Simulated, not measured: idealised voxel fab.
process module | voxel self aligned contacts
cross-section cut | 265 nm wide | cells 5 nm
A cross-section is a grid of square cells, given in bands from the top down. A band is one or more rows of cells.
Each band's line starts with the height of the band's top and of its bottom, in nm. Then come its materials from left to right, each with its width in nm. One material with "throughout" fills the band from edge to edge. "air" is empty space.
Height 0 is the level under which the wafer as received is all one material. The lowest band goes on downwards, as in "0 down".
A width such as "30 to 40" changes by the same amount from each row of cells to the next, from the band's top row to its bottom row.
"no change" after a step means that no cell of the cross-section changed.
closed voids: empty space of 8 cells or more with no open way to the top, each as width x height at its distance from the left edge, in nm
after a step's settings: what the simulator itself notes on the step
overlay nm, on a step with a mask: how far to the right of its planned place the mask lay; to the left if negative
plan
1 op RECEIVE | material Si
2 op OXIDIZE | depth nm 5
3 op DIRECTIONAL_DEP | material polySi | thk nm 30
4 op DIRECTIONAL_DEP | material SiN | thk nm 20
5 op PATTERN | tone cover | mask id GATE | material resist | width nm 30 | pitch nm 65 | thk nm 20 | overlay nm 0
6 op DIRECTIONAL_ETCH | etch materials SiN | depth nm 20
7 op DIRECTIONAL_ETCH | etch materials polySi | depth nm 30
8 op STRIP | etch materials resist
9 op CONFORMAL_DEP | material SiN | thk nm 10
10 op DIRECTIONAL_ETCH | etch materials SiN | depth nm 10
11 op FILL_DEP | material SiO2 | thk nm 15
12 op CMP | height nm 55
13 op DIRECTIONAL_DEP | material aC | thk nm 15
14 op PATTERN | tone open | mask id CONTACT | material resist | width nm 45 | thk nm 30 | overlay nm 0
15 op DIRECTIONAL_ETCH | etch materials aC | depth nm 15
16 op STRIP | etch materials resist
17 op DIRECTIONAL_ETCH | etch materials SiO2 | depth nm 60
18 op STRIP | etch materials aC
19 op CONFORMAL_DEP | material TiN | thk nm 5
20 op FILL_DEP | material Ru | thk nm 10
21 op CMP | height nm 55
22 op CONFORMAL_DEP | material SiN | thk nm 5
as received, after step 1
  0 down: Si throughout
  closed voids: none
first wafer at the end, as planned
  60 to 55: SiN throughout
  55 to 50: SiO2 110 | TiN 20 | Ru 5 | TiN 20 | SiO2 110
  50 to 30: SiO2 75 | SiN 50 | TiN 5 | Ru 5 | TiN 5 | SiN 50 | SiO2 75
  30 to 0: SiO2 75 | SiN 10 | polySi 30 | SiN 10 | TiN 5 | Ru 5 | TiN 5 | SiN 10 | polySi 30 | SiN 10 | SiO2 75
  0 to -5: SiO2 125 | TiN 15 | SiO2 125
  -5 down: Si throughout
  closed voids: none
second wafer at the end: like start, like plan, one mistake
  60 to 55: SiN throughout
  55 to 50: SiO2 105 | TiN 25 | Ru 5 | TiN 25 | SiO2 105
  50 to 30: SiO2 75 | SiN 50 | TiN 5 | Ru 5 | TiN 5 | SiN 50 | SiO2 75
  30 to 0: SiO2 75 | SiN 10 | polySi 30 | SiN 10 | TiN 5 | Ru 5 | TiN 5 | SiN 10 | polySi 30 | SiN 10 | SiO2 75
  0 to -5: SiO2 125 | TiN 15 | SiO2 125
  -5 down: Si throughout
  closed voids: none
what went wrong: step 14 ran as: op PATTERN | tone open | mask id CONTACT | material resist | width nm 55 | thk nm 30 | overlay nm 0
at the end the second wafer has, in cells: 2 fewer of SiO2 | 2 more of TiN
